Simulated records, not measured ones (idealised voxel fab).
The document below concerns the process module designated voxel self aligned contacts.
This is section cut - it's 160 nm across, gridded in 5 nm square cells.
Heads up, the way a cross-section reads in here is a grid of square cells, handed over as bands from the top down, with every band being one or more rows of cells.
Read a band's entry like this: the first values are the height of its top and the height of its bottom in nm, and what follows is the sequence of materials from left to right, each with its width in nm. Note that "blank" is empty space, and that a single material marked "edge to edge" reaches across the band from edge to edge.
Height reference: 0 = level under which incoming wafer is all one material. Lowest band: no bottom, runs on downward, e.g. "0 and below".
Think of "30->40" as a width that walks from the first number to the second as you go down the band, top row to bottom row, taking equal-sized steps from row to row.
It should be understood that the words "all unchanged", when stated for a given step, signify that the cross-section underwent no change in any of its cells during that step.
"Cavities, closed" - sealed voids, min. 8 cells, no opening to top; format: width x height at distance (distance from left edge; nm throughout).
Text after the settings on a step's line: the simulator's own remark on that step.
"overlay nm", when on a step's line for a step with a mask, measures how far to the right of its planned place the mask lay; a negative measure means to the left.
### Planned process steps
| 1 | RECEIVE | material Si |
| 2 | CONFORMAL_DEP | material SiO2 | thk nm 5 |
| 3 | DIRECTIONAL_DEP | material polySi | thk nm 20 |
| 4 | DIRECTIONAL_DEP | material SiN | thk nm 25 |
| 5 | MASKED_ETCH | tone cover | mask id GATE | width nm 25 | pitch nm 60 | etch materials SiN | depth nm 25 | overlay nm 0 |
| 6 | MASKED_ETCH | tone cover | mask id GATE | width nm 25 | pitch nm 60 | etch materials polySi | depth nm 20 | overlay nm 0 |
| 7 | CONFORMAL_DEP | material SiN | thk nm 10 |
| 8 | DIRECTIONAL_ETCH | etch materials SiN | depth nm 10 |
| 9 | FILL_DEP | material SiO2 | thk nm 20 |
| 10 | CMP | height nm 60 |
| 11 | MASKED_ETCH | tone open | mask id CONTACT | width nm 45 | etch materials SiO2 | depth nm 50 | overlay nm 0 |
| 12 | CONFORMAL_DEP | material TiN | thk nm 5 |
| 13 | FILL_DEP | material Ru | thk nm 10 |
| 14 | CMP | height nm 60 |
| 15 | CONFORMAL_DEP | material SiCN | thk nm 5 |
All wafers enter the flow in the same state. The depth nm at step 11 differs from wafer to wafer, and the plan gives the value for the first wafer.
### Cross-section: the first of several wafers in its as-received state, i.e. following step 1
* 0 and below: Si edge to edge
* Cavities, closed: none
### After the module's final step, step 15: the first of several wafers in cross-section
* 65 down to 60: SiCN edge to edge
* 60 down to 50: SiO2 55 nm; TiN 5->20 nm; Ru 35->5 nm; TiN 5->20 nm; SiO2 60 nm
* 50 down to 25: SiO2 25 nm; SiN 45 nm; TiN 5 nm; Ru 5 nm; TiN 5 nm; SiN 45 nm; SiO2 30 nm
* 25 down to 15: SiO2 25 nm; SiN 10 nm; polySi 25 nm; SiN 10 nm; TiN 5 nm; Ru 5 nm; TiN 5 nm; SiN 10 nm; polySi 25 nm; SiN 10 nm; SiO2 30 nm
* 15 down to 10: SiO2 25 nm; SiN 10 nm; polySi 25 nm; SiN 10 nm; TiN 15 nm; SiN 10 nm; polySi 25 nm; SiN 10 nm; SiO2 30 nm
* 10 down to 5: SiO2 25 nm; SiN 10 nm; polySi 25 nm; SiN 10 nm; SiO2 15 nm; SiN 10 nm; polySi 25 nm; SiN 10 nm; SiO2 30 nm
* 5 down to 0: SiO2 edge to edge
* 0 and below: Si edge to edge
* Cavities, closed: none
### last wafer at the end
* 65 down to 60: SiCN edge to edge
* 60 down to 50: SiO2 55 nm; TiN 5->20 nm; Ru 35->5 nm; TiN 5->20 nm; SiO2 60 nm
* 50 down to 25: SiO2 25 nm; SiN 45 nm; TiN 5 nm; Ru 5 nm; TiN 5 nm; SiN 45 nm; SiO2 30 nm
* 25 down to 5: SiO2 25 nm; SiN 10 nm; polySi 25 nm; SiN 10 nm; TiN 5 nm; Ru 5 nm; TiN 5 nm; SiN 10 nm; polySi 25 nm; SiN 10 nm; SiO2 30 nm
* 5 down to 0: SiO2 70 nm; TiN 15 nm; SiO2 75 nm
* 0 and below: Si edge to edge
* Cavities, closed: none
### Where each wafer stands at the end of the module, a row apiece: cells of each material gained (+) or lost (-) since it was received, then closed voids
depth nm 50, +15 Ru, +32 SiCN, +122 SiN, +180 SiO2, +27 TiN, +40 polySi, Cavities, closed: none
depth nm 55, +16 Ru, +32 SiCN, +122 SiN, +177 SiO2, +29 TiN, +40 polySi, Cavities, closed: none
depth nm 60, +17 Ru, +32 SiCN, +122 SiN, +174 SiO2, +31 TiN, +40 polySi, Cavities, closed: none
depth nm 65, +17 Ru, +32 SiCN, +122 SiN, +174 SiO2, +31 TiN, +40 polySi, Cavities, closed: none
depth nm 70, +17 Ru, +32 SiCN, +122 SiN, +174 SiO2, +31 TiN, +40 polySi, Cavities, closed: none
depth nm 75, +17 Ru, +32 SiCN, +122 SiN, +174 SiO2, +31 TiN, +40 polySi, Cavities, closed: none
